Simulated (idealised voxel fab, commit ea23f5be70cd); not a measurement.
process module | voxel wiring stack
cross-section cut | 180 nm wide | cells 5 nm
A cross-section is a grid of square cells, given in bands from the top down. A band is one or more rows of cells.
Each band's line starts with the height of the band's top and of its bottom, in nm. Then come its materials from left to right, each with its width in nm. One material with "throughout" fills the band from edge to edge. "air" is empty space.
Height 0 is the level under which the wafer as received is all one material. The lowest band goes on downwards, as in "0 down".
A width such as "30 to 40" changes by the same amount from each row of cells to the next, from the band's top row to its bottom row.
"no change" after a step means that no cell of the cross-section changed.
closed voids: empty space of 8 cells or more with no open way to the top, each as width x height at its distance from the left edge, in nm
after a step's settings: what the simulator itself notes on the step
overlay nm, on a step with a mask: how far to the right of its planned place the mask lay; to the left if negative
plan
1 op RECEIVE | material Si
2 op CONFORMAL_DEP | material SiO2 | thk nm 10
3 op CONFORMAL_DEP | material SiN | thk nm 5
4 op DIRECTIONAL_DEP | material SiO2 | thk nm 25
5 op PATTERN | tone open | mask id METAL_1 | material resist | width nm 30 | pitch nm 60 | thk nm 20 | overlay nm 0
6 op DIRECTIONAL_ETCH | etch materials SiO2 | depth nm 25
7 op DIRECTIONAL_ETCH | etch materials SiN | depth nm 5
8 op STRIP | etch materials resist
9 op CONFORMAL_DEP | material TiN | thk nm 5
10 op FILL_DEP | material W | thk nm 5
11 op CMP | height nm 40
12 op CONFORMAL_DEP | material SiCN | thk nm 5
13 op DIRECTIONAL_DEP | material SiO2 | thk nm 10
14 op MASKED_ETCH | tone open | mask id PLUG_1 | width nm 15 | etch materials SiO2 | depth nm 10 | overlay nm 0
15 op MASKED_ETCH | tone open | mask id PLUG_1 | width nm 15 | etch materials SiCN | depth nm 5 | overlay nm 0
16 op CONFORMAL_DEP | material TiN | thk nm 5
17 op FILL_DEP | material Cu | thk nm 5
18 op CMP | height nm 55
19 op DIRECTIONAL_DEP | material TiN | thk nm 5
20 op DIRECTIONAL_DEP | material Ru | thk nm 25
21 op PATTERN | tone cover | mask id METAL_2 | material resist | width nm 30 | pitch nm 60 | thk nm 15 | overlay nm 0
22 op DIRECTIONAL_ETCH | etch materials Ru | depth nm 25
23 op DIRECTIONAL_ETCH | etch materials TiN | depth nm 5
24 op STRIP | etch materials resist
25 op CONFORMAL_DEP | material SiCN | thk nm 5
26 op FILL_DEP | material SiO2 | thk nm 10
27 op CMP | height nm 85
28 op CONFORMAL_DEP | material SiCN | thk nm 5
29 op DIRECTIONAL_DEP | material SiO2 | thk nm 30
30 op DIRECTIONAL_DEP | material aC | thk nm 10
31 op PATTERN | tone open | mask id METAL_3_HOLES | material resist | width nm 15 | pitch nm 60 | thk nm 30 | overlay nm 0
32 op DIRECTIONAL_ETCH | etch materials aC | depth nm 10
33 op STRIP | etch materials resist
34 op DIRECTIONAL_ETCH | etch materials SiO2 | depth nm 30
35 op STRIP | etch materials aC
36 op PATTERN | tone open | mask id METAL_3 | material resist | width nm 30 | pitch nm 60 | thk nm 15 | overlay nm 0
37 op DIRECTIONAL_ETCH | etch materials SiO2 | depth nm 20
38 op DIRECTIONAL_ETCH | etch materials SiCN | depth nm 5
39 op STRIP | etch materials resist
40 op CONFORMAL_DEP | material TiN | thk nm 5
41 op FILL_DEP | material Cu | thk nm 10
42 op CMP | height nm 120
43 op CONFORMAL_DEP | material SiN | thk nm 5
as received, after step 1
  0 down: Si throughout
  closed voids: none
first wafer at the end, as planned
  125 to 120: SiN throughout
  120 to 105: SiO2 45 | TiN 5 | Cu 20 | TiN 5 | SiO2 30 | TiN 5 | Cu 20 | TiN 5 | SiO2 45
  105 to 100: SiO2 45 | TiN 5 | Cu 5 | TiN 20 | SiO2 30 | TiN 5 | Cu 5 | TiN 20 | SiO2 45
  100 to 90: SiO2 45 | TiN 5 | Cu 5 | TiN 5 | SiO2 45 | TiN 5 | Cu 5 | TiN 5 | SiO2 60
  90 to 85: SiCN 45 | TiN 15 | SiCN 45 | TiN 15 | SiCN 60
  85 to 60: SiO2 40 | SiCN 5 | Ru 30 | SiCN 5 | SiO2 20 | SiCN 5 | Ru 30 | SiCN 5 | SiO2 40
  60 to 55: SiCN 45 | TiN 30 | SiCN 30 | TiN 30 | SiCN 45
  55 to 45: SiO2 45 | TiN 5 | Cu 5 | TiN 5 | SiO2 120
  45 to 40: SiCN 45 | TiN 15 | SiCN 120
  40 to 15: SiO2 45 | TiN 5 | W 20 | TiN 5 | SiO2 30 | TiN 5 | W 20 | TiN 5 | SiO2 45
  15 to 10: SiN 45 | TiN 30 | SiN 30 | TiN 30 | SiN 45
  10 to 0: SiO2 throughout
  0 down: Si throughout
  closed voids: none
second wafer at the end: like start, like plan, one mistake
  125 to 120: SiN throughout
  120 to 105: SiO2 45 | TiN 5 | Cu 25 | TiN 5 | SiO2 25 | TiN 5 | Cu 25 | TiN 5 | SiO2 40
  105 to 100: SiO2 45 | TiN 5 | Cu 5 | TiN 25 | SiO2 25 | TiN 5 | Cu 5 | TiN 25 | SiO2 40
  100 to 90: SiO2 45 | TiN 5 | Cu 5 | TiN 5 | SiO2 45 | TiN 5 | Cu 5 | TiN 5 | SiO2 60
  90 to 85: SiCN 45 | TiN 15 | SiCN 45 | TiN 15 | SiCN 60
  85 to 60: SiO2 40 | SiCN 5 | Ru 30 | SiCN 5 | SiO2 20 | SiCN 5 | Ru 30 | SiCN 5 | SiO2 40
  60 to 55: SiCN 45 | TiN 30 | SiCN 30 | TiN 30 | SiCN 45
  55 to 45: SiO2 45 | TiN 5 | Cu 5 | TiN 5 | SiO2 120
  45 to 40: SiCN 45 | TiN 15 | SiCN 120
  40 to 15: SiO2 45 | TiN 5 | W 20 | TiN 5 | SiO2 30 | TiN 5 | W 20 | TiN 5 | SiO2 45
  15 to 10: SiN 45 | TiN 30 | SiN 30 | TiN 30 | SiN 45
  10 to 0: SiO2 throughout
  0 down: Si throughout
  closed voids: none
what went wrong: step 36 ran as: op PATTERN | tone open | mask id METAL_3 | material resist | width nm 35 | pitch nm 60 | thk nm 15 | overlay nm 0
at the end the second wafer has, in cells: 6 more of Cu | 8 fewer of SiO2 | 2 more of TiN
